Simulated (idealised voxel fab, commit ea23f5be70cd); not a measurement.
process module | voxel capacitor over wiring
cross-section cut | 155 nm wide | cells 5 nm
A cross-section is a grid of square cells, given in bands from the top down. A band is one or more rows of cells.
Each band's line starts with the height of the band's top and of its bottom, in nm. Then come its materials from left to right, each with its width in nm. One material with "throughout" fills the band from edge to edge. "air" is empty space.
Height 0 is the level under which the wafer as received is all one material. The lowest band goes on downwards, as in "0 down".
A width such as "30 to 40" changes by the same amount from each row of cells to the next, from the band's top row to its bottom row.
"no change" after a step means that no cell of the cross-section changed.
closed voids: empty space of 8 cells or more with no open way to the top, each as width x height at its distance from the left edge, in nm
after a step's settings: what the simulator itself notes on the step
overlay nm, on a step with a mask: how far to the right of its planned place the mask lay; to the left if negative
plan
1 op RECEIVE | material Si
2 op CONFORMAL_DEP | material SiO2 | thk nm 10
3 op DIRECTIONAL_DEP | material TiN | thk nm 5
4 op DIRECTIONAL_DEP | material Ru | thk nm 20
5 op DIRECTIONAL_DEP | material aC | thk nm 10
6 op PATTERN | tone cover | mask id METAL_1 | material resist | width nm 25 | pitch nm 95 | thk nm 30 | overlay nm 0
7 op DIRECTIONAL_ETCH | etch materials aC | depth nm 10
8 op STRIP | etch materials resist
9 op DIRECTIONAL_ETCH | etch materials Ru | depth nm 20
10 op DIRECTIONAL_ETCH | etch materials TiN | depth nm 5
11 op STRIP | etch materials aC
12 op CONFORMAL_DEP | material SiN | thk nm 5
13 op FILL_DEP | material lowk | thk nm 5
14 op CMP | height nm 35
15 op CONFORMAL_DEP | material SiCN | thk nm 5
16 op DIRECTIONAL_DEP | material lowk | thk nm 15
17 op PATTERN | tone open | mask id PLUG_1 | material resist | width nm 15 | thk nm 15 | overlay nm -10
18 op DIRECTIONAL_ETCH | etch materials lowk | depth nm 15
19 op DIRECTIONAL_ETCH | etch materials SiCN | depth nm 5
20 op STRIP | etch materials resist
21 op EPI | material Ru | thk nm 10
22 op EPI | material Ru | thk nm 10
23 op DIRECTIONAL_DEP | material TiN | thk nm 5
24 op DIRECTIONAL_DEP | material Al2O3 | thk nm 5
25 op DIRECTIONAL_DEP | material TiN | thk nm 10
26 op PATTERN | tone cover | mask id UPPER_PLATE | material resist | width nm 75 | thk nm 20 | overlay nm 0
27 op DIRECTIONAL_ETCH | etch materials TiN | depth nm 10
28 op DIRECTIONAL_ETCH | etch materials Al2O3 | depth nm 5
29 op STRIP | etch materials resist
30 op PATTERN | tone cover | mask id LOWER_PLATE | material resist | width nm 85 | thk nm 20 | overlay nm 0
31 op DIRECTIONAL_ETCH | etch materials TiN | depth nm 5
32 op STRIP | etch materials resist
33 op FILL_DEP | material SiO2 | thk nm 15
34 op CMP | height nm 85
35 op DIRECTIONAL_DEP | material aC | thk nm 10
36 op PATTERN | tone open | mask id PLUG_2 | material resist | width nm 15 | thk nm 25 | overlay nm 0
37 op DIRECTIONAL_ETCH | etch materials aC | depth nm 10
38 op STRIP | etch materials resist
39 op DIRECTIONAL_ETCH | etch materials SiO2 | depth nm 10
40 op STRIP | etch materials aC
41 op CONFORMAL_DEP | material TiN | thk nm 5
42 op FILL_DEP | material Ru | thk nm 10
43 op CMP | height nm 85
44 op CONFORMAL_DEP | material SiCN | thk nm 5
varied across the wafers: overlay nm of step 17. The plan shows the first wafer's value. All wafers start alike
first wafer as received, after step 1
  0 down: Si throughout
  closed voids: none
first wafer at the end, after step 44
  90 to 85: SiCN throughout
  85 to 80: SiO2 35 | TiN 5 | Ru 5 | TiN 5 | SiO2 105
  80 to 75: SiO2 35 | TiN 15 | SiO2 105
  75 to 65: SiO2 25 | TiN 75 | SiO2 55
  65 to 60: SiO2 25 | Al2O3 75 | SiO2 55
  60 to 55: SiO2 20 | TiN 85 | SiO2 50
  55 to 40: lowk 15 | Ru 15 | lowk 125
  40 to 35: SiCN 15 | Ru 15 | SiCN 125
  35 to 15: lowk 10 | SiN 5 | Ru 25 | SiN 5 | lowk 60 | SiN 5 | Ru 25 | SiN 5 | lowk 15
  15 to 10: SiN 15 | TiN 25 | SiN 70 | TiN 25 | SiN 20
  10 to 0: SiO2 throughout
  0 down: Si throughout
  closed voids: none
last wafer at the end
  90 to 85: SiCN throughout
  85 to 80: SiO2 35 | TiN 5 | Ru 5 | TiN 5 | SiO2 105
  80 to 75: SiO2 35 | TiN 15 | SiO2 105
  75 to 65: SiO2 25 | TiN 15 | SiO2 15 | TiN 45 | SiO2 55
  65 to 60: SiO2 25 | Al2O3 15 | SiO2 15 | Al2O3 45 | SiO2 55
  60 to 55: SiO2 20 | TiN 20 | SiO2 15 | TiN 50 | SiO2 50
  55 to 45: lowk 40 | TiN 15 | lowk 100
  45 to 40: lowk 40 | Al2O3 15 | lowk 100
  40 to 35: SiCN 40 | TiN 15 | SiCN 100
  35 to 15: lowk 10 | SiN 5 | Ru 25 | SiN 5 | lowk 60 | SiN 5 | Ru 25 | SiN 5 | lowk 15
  15 to 10: SiN 15 | TiN 25 | SiN 70 | TiN 25 | SiN 20
  10 to 0: SiO2 throughout
  0 down: Si throughout
  closed voids: none
each wafer at the end: cells of each material gained (+) or lost (-) since it was received, then its closed voids
overlay nm -10 | +15 Al2O3 | +53 Ru | +59 SiCN | +37 SiN | +180 SiO2 | +62 TiN | +152 lowk | closed voids: none
overlay nm -5 | +15 Al2O3 | +53 Ru | +59 SiCN | +37 SiN | +180 SiO2 | +62 TiN | +152 lowk | closed voids: none
overlay nm 0 | +15 Al2O3 | +53 Ru | +59 SiCN | +37 SiN | +180 SiO2 | +62 TiN | +152 lowk | closed voids: none
overlay nm 5 | +15 Al2O3 | +53 Ru | +59 SiCN | +37 SiN | +180 SiO2 | +62 TiN | +152 lowk | closed voids: none
overlay nm 10 | +15 Al2O3 | +53 Ru | +59 SiCN | +37 SiN | +180 SiO2 | +62 TiN | +152 lowk | closed voids: none
overlay nm 15 | +15 Al2O3 | +41 Ru | +59 SiCN | +37 SiN | +192 SiO2 | +62 TiN | +152 lowk | closed voids: none
